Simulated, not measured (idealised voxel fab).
The document below concerns the process module designated voxel capacitor over wiring.
This is section cut - it's 205 nm across, gridded in 5 nm square cells.
Notation: cross-section as square-cell grid; stated in bands, top first, going down; one or more cell rows per band. The band entry comprises the height of the band's top followed by the height of its bottom, expressed in nm, and subsequently the band's materials from left to right, each stated together with its width in nm. Where a single material is marked with the word "full width", that material fills the band from edge to edge. The word "blank" represents empty space. Beneath 0, the wafer as received is one material, and that level is where height counting begins. The lowest band goes on downward without a bottom; it is written like "0 nm and below". Width "30 to 40": first value at the band's top row of cells, second value at its bottom row, equal change from row to row. It should be understood that the words "changes: none", when stated for a given step, signify that the cross-section underwent no change in any of its cells during that step. Enclosed voids (no open way to top), threshold 8 cells or more, entry "Sealed cavities", notation width x height at distance, distance from left edge, nm. What comes after the settings on a step's line is commentary from the simulator itself on that step. A step's line can hold "overlay nm"; with a mask on that step, the setting says how far right of the planned place the mask lay, while a negative setting says it lay to the left.
### Intended process steps
1 op RECEIVE | material Si
2 op CONFORMAL_DEP | material SiO2 | thk nm 10
3 op CONFORMAL_DEP | material SiCN | thk nm 5
4 op DIRECTIONAL_DEP | material lowk | thk nm 15
5 op PATTERN | tone open | mask id METAL_1 | material resist | width nm 25 | pitch nm 95 | thk nm 15 | overlay nm 0
6 op DIRECTIONAL_ETCH | etch materials lowk | depth nm 15
7 op DIRECTIONAL_ETCH | etch materials SiCN | depth nm 5
8 op STRIP | etch materials resist
9 op CONFORMAL_DEP | material TiN | thk nm 5
10 op FILL_DEP | material Cu | thk nm 5
11 op CMP | height nm 30
12 op EPI | material Ru | thk nm 5
13 op FILL_DEP | material SiCN | thk nm 5
14 op DIRECTIONAL_DEP | material lowk | thk nm 15
15 op DIRECTIONAL_DEP | material aC | thk nm 15
16 op PATTERN | tone open | mask id PLUG_1 | material resist | width nm 15 | thk nm 35 | overlay nm 0
17 op DIRECTIONAL_ETCH | etch materials aC | depth nm 15
18 op STRIP | etch materials resist
19 op DIRECTIONAL_ETCH | etch materials lowk | depth nm 15
20 op DIRECTIONAL_ETCH | etch materials SiCN | depth nm 5
21 op STRIP | etch materials aC
22 op EPI | material Ru | thk nm 10
23 op EPI | material Ru | thk nm 10
24 op DIRECTIONAL_DEP | material TiN | thk nm 10
25 op DIRECTIONAL_DEP | material Al2O3 | thk nm 5
26 op DIRECTIONAL_DEP | material TiN | thk nm 5
27 op MASKED_ETCH | tone cover | mask id UPPER_PLATE | width nm 75 | etch materials TiN | depth nm 5 | overlay nm 0
28 op MASKED_ETCH | tone cover | mask id UPPER_PLATE | width nm 75 | etch materials Al2O3 | depth nm 5 | overlay nm 0
29 op PATTERN | tone cover | mask id LOWER_PLATE | material resist | width nm 85 | thk nm 20 | overlay nm 0
30 op DIRECTIONAL_ETCH | etch materials TiN | depth nm 10
31 op STRIP | etch materials resist
32 op FILL_DEP | material SiO2 | thk nm 20
33 op CMP | height nm 90
34 op DIRECTIONAL_DEP | material aC | thk nm 10
35 op PATTERN | tone open | mask id PLUG_2 | material resist | width nm 15 | thk nm 30 | overlay nm 0
36 op DIRECTIONAL_ETCH | etch materials aC | depth nm 10
37 op STRIP | etch materials resist
38 op DIRECTIONAL_ETCH | etch materials SiO2 | depth nm 15
39 op STRIP | etch materials aC
40 op CONFORMAL_DEP | material TiN | thk nm 5
41 op FILL_DEP | material Ru | thk nm 5
42 op CMP | height nm 90
43 op CONFORMAL_DEP | material SiN | thk nm 5
### Cross-section of the wafer at receipt, which is the condition after step 1
  0 nm and below: Si full width
  Sealed cavities: none
### What the wafer looks like in cross-section after this module, when it starts as shown above and follows the plan above but one mistake is made in running it
  95 nm to 90 nm: SiN full width
  90 nm to 80 nm: SiO2 60; TiN 5; Ru 5; TiN 5; SiO2 130
  80 nm to 70 nm: SiO2 60 to 65; TiN 15 to 60; SiO2 130 to 80
  70 nm to 65 nm: SiO2 65; Al2O3 60; SiO2 80
  65 nm to 60 nm: SiO2 45; TiN 85; SiO2 75
  60 nm to 55 nm: SiO2 45; TiN 5; Al2O3 15; TiN 65; SiO2 75
  55 nm to 45 nm: lowk 50; TiN 15; lowk 140
  45 nm to 40 nm: lowk 50; Ru 15; lowk 140
  40 nm to 35 nm: SiCN 50; Ru 15; SiCN 140
  35 nm to 30 nm: SiCN 35; Ru 35; SiCN 60; Ru 35; SiCN 40
  30 nm to 15 nm: lowk 40; TiN 5; Cu 15; TiN 5; lowk 70; TiN 5; Cu 15; TiN 5; lowk 45
  15 nm to 10 nm: SiCN 40; TiN 25; SiCN 70; TiN 25; SiCN 45
  10 nm to 0 nm: SiO2 full width
  0 nm and below: Si full width
  Sealed cavities: none
Where did the run depart from the plan? of the identical steps 22 and 23, one was left out, though there is no way to say which
